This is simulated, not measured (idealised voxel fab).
Module name: voxel self aligned contacts (process module)
Square cell edge 5 nm, section width 290 nm, ID cut.
If you're reading a cross-section in this doc, picture square cells in a grid; it comes to you as bands, top ones listed first down to the bottom, and a band can be one or more rows of cells. Read a band's entry like this: the first values are the height of its top and the height of its bottom in nm, and what follows is the sequence of materials from left to right, each with its width in nm. Note that "empty" is empty space, and that a single material marked "everywhere" reaches across the band from edge to edge. A quick word on heights: they are counted from 0, and under that level the wafer as it came to us is one material throughout. The lowest band is different from the rest in having no bottom; it simply continues downward, written as in "0 -> down". A width given as "30..40" starts at the first number in the band's top row and ends at the second number in its bottom row, shifting by an equal amount at every step from row to row. Take "remained unchanged" at face value: in the step it is given for, the cross-section changed in none of its cells. "Cavities, sealed" enumerates empty spaces isolated from the top, with no open way to it, that contain at least 8 cells, giving each as width x height at distance from the left edge, all three in nm. That trailing text on a step's line, after the settings, is the simulator's own remark on the step. "overlay nm", when on a step's line for a step with a mask, measures how far to the right of its planned place the mask lay; a negative measure means to the left.

### The planned process steps are enumerated hereunder
1) RECEIVE: material Si
2) OXIDIZE: depth nm 5
3) DIRECTIONAL_DEP: material polySi, thk nm 20
4) DIRECTIONAL_DEP: material SiN, thk nm 20
5) DIRECTIONAL_DEP: material aC, thk nm 15
6) PATTERN: tone cover, mask id GATE, material resist, width nm 30, pitch nm 70, thk nm 30, overlay nm 0
7) DIRECTIONAL_ETCH: etch materials aC, depth nm 15
8) STRIP: etch materials resist
9) DIRECTIONAL_ETCH: etch materials SiN, depth nm 20
10) DIRECTIONAL_ETCH: etch materials polySi, depth nm 20
11) STRIP: etch materials aC
12) CONFORMAL_DEP: material SiN, thk nm 10
13) DIRECTIONAL_ETCH: etch materials SiN, depth nm 10
14) FILL_DEP: material SiO2, thk nm 20
15) CMP: height nm 50
16) DIRECTIONAL_DEP: material aC, thk nm 15
17) PATTERN: tone open, mask id CONTACT, material resist, width nm 50, thk nm 30, overlay nm 0
18) DIRECTIONAL_ETCH: etch materials aC, depth nm 15
19) STRIP: etch materials resist
20) DIRECTIONAL_ETCH: etch materials SiO2, depth nm 55
21) STRIP: etch materials aC
22) CONFORMAL_DEP: material TiN, thk nm 5
23) FILL_DEP: material Ru, thk nm 10
24) CMP: height nm 50
25) CONFORMAL_DEP: material SiN, thk nm 5

### Step 1 complete: cross-section of the wafer as received
- 0 -> down = Si everywhere
- Cavities, sealed: none

### Starting wafer: above. Plan: above. Run: one mistake. Cross-section after the module: below
- 60 -> 55 = SiN everywhere
- 55 -> 50 = TiN (125)  Ru (40)  TiN (125)
- 50 -> 40 = SiO2 (120)  TiN (5..20)  Ru (40..10)  TiN (5..20)  SiO2 (120)
- 40 -> 20 = SiO2 (85)  SiN (50)  TiN (5)  Ru (10)  TiN (5)  SiN (50)  SiO2 (85)
- 20 -> 0 = SiO2 (85)  SiN (10)  polySi (30)  SiN (10)  TiN (5)  Ru (10)  TiN (5)  SiN (10)  polySi (30)  SiN (10)  SiO2 (85)
- 0 -> -5 = SiO2 (135)  TiN (20)  SiO2 (135)
- -5 -> down = Si everywhere
- Cavities, sealed: none
Finding, execution versus plan: so step 24 ended up running with a different setting than we planned, it ran as CMP: height nm 55
